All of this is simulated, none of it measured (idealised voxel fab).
The document below concerns the process module designated voxel wiring stack.
Cross-sectional view cut (width: 235 nm; square cell size: 5 nm).
Format of a cross-section: grid, square cells. Given as bands. Order: top down. Band: one or more rows of cells. Look at the band entry: it leads with the top's height and the bottom's height in nm. Then it lists the materials left to right, with a width in nm for each. The word "all across" on a single material says that material fills the band edge to edge. The word "air" is empty space. For the purposes of this specification, 0 denotes the height below which the wafer in its as-received condition is composed wholly of one material, and the lowermost band, lacking a lower limit, extends downward without end, as expressed in "0 nm and below". Note: "30 to 40" means the width goes from the first number (top row of the band) to the second number (bottom row) in equal steps per row of cells. Key: "no alteration" - step with no changed cell in the cross-section. Empty spaces counting at least 8 cells and having no open way to the top are listed in "Enclosed internal cavities". The notation width x height at distance is used for each, the distance being from the left edge and all three values in nm. Anything after a step's settings on that line? It's the simulator's own note about the step. For masked steps, "overlay nm" on the step line gives how far right of plan the mask actually lay; a minus sign means it lay to the left.
Process steps - plan
1,RECEIVE, material Si
2,CONFORMAL_DEP, material SiO2, thk nm 10
3,DIRECTIONAL_DEP, material TiN, thk nm 5
4,DIRECTIONAL_DEP, material W, thk nm 15
5,PATTERN, tone cover, mask id METAL_1, material resist, width nm 25, pitch nm 45, thk nm 20, overlay nm 0
6,DIRECTIONAL_ETCH, etch materials W, depth nm 15
7,DIRECTIONAL_ETCH, etch materials TiN, depth nm 5
8,STRIP, etch materials resist
9,CONFORMAL_DEP, material SiCN, thk nm 5
10,FILL_DEP, material SiO2, thk nm 5
11,CMP, height nm 30
12,CONFORMAL_DEP, material SiCN, thk nm 5
13,DIRECTIONAL_DEP, material lowk, thk nm 15
14,PATTERN, tone open, mask id PLUG_1, material resist, width nm 15, thk nm 20, overlay nm 0
15,DIRECTIONAL_ETCH, etch materials lowk, depth nm 15
16,DIRECTIONAL_ETCH, etch materials SiCN, depth nm 5
17,STRIP, etch materials resist
18,EPI, material Ru, thk nm 10
19,EPI, material Ru, thk nm 10
20,CONFORMAL_DEP, material SiN, thk nm 5
21,DIRECTIONAL_DEP, material SiO2, thk nm 25
22,PATTERN, tone open, mask id METAL_2, material resist, width nm 25, pitch nm 45, thk nm 20, overlay nm 0
23,DIRECTIONAL_ETCH, etch materials SiO2, depth nm 25
24,DIRECTIONAL_ETCH, etch materials SiN, depth nm 5
25,STRIP, etch materials resist
26,CONFORMAL_DEP, material TiN, thk nm 5
27,FILL_DEP, material Cu, thk nm 10
28,CMP, height nm 80
29,CONFORMAL_DEP, material SiCN, thk nm 5
30,DIRECTIONAL_DEP, material lowk, thk nm 10
31,PATTERN, tone open, mask id PLUG_2, material resist, width nm 15, pitch nm 45, thk nm 20, overlay nm 0
32,DIRECTIONAL_ETCH, etch materials lowk, depth nm 10
33,DIRECTIONAL_ETCH, etch materials SiCN, depth nm 5
34,STRIP, etch materials resist
35,EPI, material Ru, thk nm 10
36,EPI, material Ru, thk nm 5
37,DIRECTIONAL_DEP, material TiN, thk nm 5
38,DIRECTIONAL_DEP, material Ru, thk nm 15
39,DIRECTIONAL_DEP, material aC, thk nm 10
40,PATTERN, tone cover, mask id METAL_3, material resist, width nm 25, pitch nm 45, thk nm 25, overlay nm 0
41,DIRECTIONAL_ETCH, etch materials aC, depth nm 10
42,STRIP, etch materials resist
43,DIRECTIONAL_ETCH, etch materials Ru, depth nm 15
44,DIRECTIONAL_ETCH, etch materials TiN, depth nm 5
45,STRIP, etch materials aC
46,CONFORMAL_DEP, material SiN, thk nm 5
47,FILL_DEP, material lowk, thk nm 10
48,CMP, height nm 115
49,CONFORMAL_DEP, material SiCN, thk nm 5
50,DIRECTIONAL_DEP, material SiO2, thk nm 25
51,DIRECTIONAL_DEP, material aC, thk nm 10
52,PATTERN, tone open, mask id METAL_4_HOLES, material resist, width nm 15, pitch nm 45, thk nm 25, overlay nm 0
53,DIRECTIONAL_ETCH, etch materials aC, depth nm 10
54,STRIP, etch materials resist
55,DIRECTIONAL_ETCH, etch materials SiO2, depth nm 25
56,STRIP, etch materials aC
57,MASKED_ETCH, tone open, mask id METAL_4, width nm 25, pitch nm 45, etch materials SiO2, depth nm 15, overlay nm 0
58,MASKED_ETCH, tone open, mask id METAL_4, width nm 25, pitch nm 45, etch materials SiCN, depth nm 5, overlay nm 0
59,CONFORMAL_DEP, material TiN, thk nm 5
60,FILL_DEP, material Cu, thk nm 5
61,CMP, height nm 145
62,CONFORMAL_DEP, material SiN, thk nm 5
Be aware that, although all wafers share a common starting state, the width nm at step 31 differs among them, and the plan displays the first wafer's value.
First of several wafers, received after step 1, in cross-section
* 0 nm and below  Si all across
* Enclosed internal cavities: none
After the module's final step, step 62: the first of several wafers in cross-section
* 150 nm to 145 nm  SiN all across
* 145 nm to 135 nm  SiO2=80 | TiN=5 | Cu=15 | TiN=5 | SiO2=20 | TiN=5 | Cu=15 | TiN=5 | SiO2=85
* 135 nm to 130 nm  SiO2=80 | TiN=5 | Cu=5 | TiN=15 | SiO2=20 | TiN=5 | Cu=5 | TiN=15 | SiO2=85
* 130 nm to 120 nm  SiO2=80 | TiN=5 | Cu=5 | TiN=5 | SiO2=30 | TiN=5 | Cu=5 | TiN=5 | SiO2=95
* 120 nm to 115 nm  SiCN=80 | TiN=15 | SiCN=30 | TiN=15 | SiCN=95
* 115 nm to 100 nm  lowk=75 | SiN=5 | Ru=25 | SiN=5 | lowk=10 | SiN=5 | Ru=25 | SiN=5 | lowk=80
* 100 nm to 95 nm  SiN=80 | TiN=25 | SiN=20 | TiN=25 | SiN=85
* 95 nm to 85 nm  lowk=80 | Ru=15 | lowk=30 | Ru=15 | lowk=95
* 85 nm to 80 nm  SiCN=80 | Ru=15 | SiCN=30 | Ru=15 | SiCN=95
* 80 nm to 55 nm  SiO2=80 | TiN=5 | Cu=15 | TiN=5 | SiO2=20 | TiN=5 | Cu=15 | TiN=5 | SiO2=85
* 55 nm to 50 nm  SiN=80 | TiN=25 | SiN=20 | TiN=25 | SiN=85
* 50 nm to 35 nm  lowk=80 | Ru=15 | lowk=140
* 35 nm to 30 nm  SiCN=80 | Ru=15 | SiCN=140
* 30 nm to 15 nm  SiO2=75 | SiCN=5 | W=25 | SiCN=5 | SiO2=10 | SiCN=5 | W=25 | SiCN=5 | SiO2=80
* 15 nm to 10 nm  SiCN=80 | TiN=25 | SiCN=20 | TiN=25 | SiCN=85
* 10 nm to 0 nm  SiO2 all across
* 0 nm and below  Si all across
* Enclosed internal cavities: none
Cross-section of the last wafer at end of module
* 150 nm to 145 nm  SiN all across
* 145 nm to 135 nm  SiO2=80 | TiN=5 | Cu=15 | TiN=5 | SiO2=20 | TiN=5 | Cu=15 | TiN=5 | SiO2=85
* 135 nm to 130 nm  SiO2=80 | TiN=5 | Cu=5 | TiN=15 | SiO2=20 | TiN=5 | Cu=5 | TiN=15 | SiO2=85
* 130 nm to 120 nm  SiO2=80 | TiN=5 | Cu=5 | TiN=5 | SiO2=30 | TiN=5 | Cu=5 | TiN=5 | SiO2=95
* 120 nm to 115 nm  SiCN=80 | TiN=15 | SiCN=30 | TiN=15 | SiCN=95
* 115 nm to 100 nm  lowk=75 | SiN=5 | Ru=25 | SiN=5 | lowk=10 | SiN=5 | Ru=25 | SiN=5 | lowk=80
* 100 nm to 95 nm  SiN=80 | TiN=25 | SiN=20 | TiN=25 | SiN=85
* 95 nm to 85 nm  lowk=75 | Ru=30 | lowk=15 | Ru=30 | lowk=85
* 85 nm to 80 nm  SiCN=75 | Ru=30 | SiCN=15 | Ru=30 | SiCN=85
* 80 nm to 55 nm  SiO2=80 | TiN=5 | Cu=15 | TiN=5 | SiO2=20 | TiN=5 | Cu=15 | TiN=5 | SiO2=85
* 55 nm to 50 nm  SiN=80 | TiN=25 | SiN=20 | TiN=25 | SiN=85
* 50 nm to 35 nm  lowk=80 | Ru=15 | lowk=140
* 35 nm to 30 nm  SiCN=80 | Ru=15 | SiCN=140
* 30 nm to 15 nm  SiO2=75 | SiCN=5 | W=25 | SiCN=5 | SiO2=10 | SiCN=5 | W=25 | SiCN=5 | SiO2=80
* 15 nm to 10 nm  SiCN=80 | TiN=25 | SiCN=20 | TiN=25 | SiCN=85
* 10 nm to 0 nm  SiO2 all across
* 0 nm and below  Si all across
* Enclosed internal cavities: none
Per wafer, end of module: cells gained (+) or lost (-) per material since receipt, then closed voids
width nm 15; +48 Cu; +60 Ru; +175 SiCN; +133 SiN; +571 SiO2; +80 TiN; +30 W; +313 lowk; Enclosed internal cavities: none
width nm 20; +48 Cu; +66 Ru; +173 SiCN; +133 SiN; +571 SiO2; +80 TiN; +30 W; +309 lowk; Enclosed internal cavities: none
width nm 25; +48 Cu; +72 Ru; +171 SiCN; +133 SiN; +571 SiO2; +80 TiN; +30 W; +305 lowk; Enclosed internal cavities: none
width nm 30; +48 Cu; +78 Ru; +169 SiCN; +133 SiN; +571 SiO2; +80 TiN; +30 W; +301 lowk; Enclosed internal cavities: none
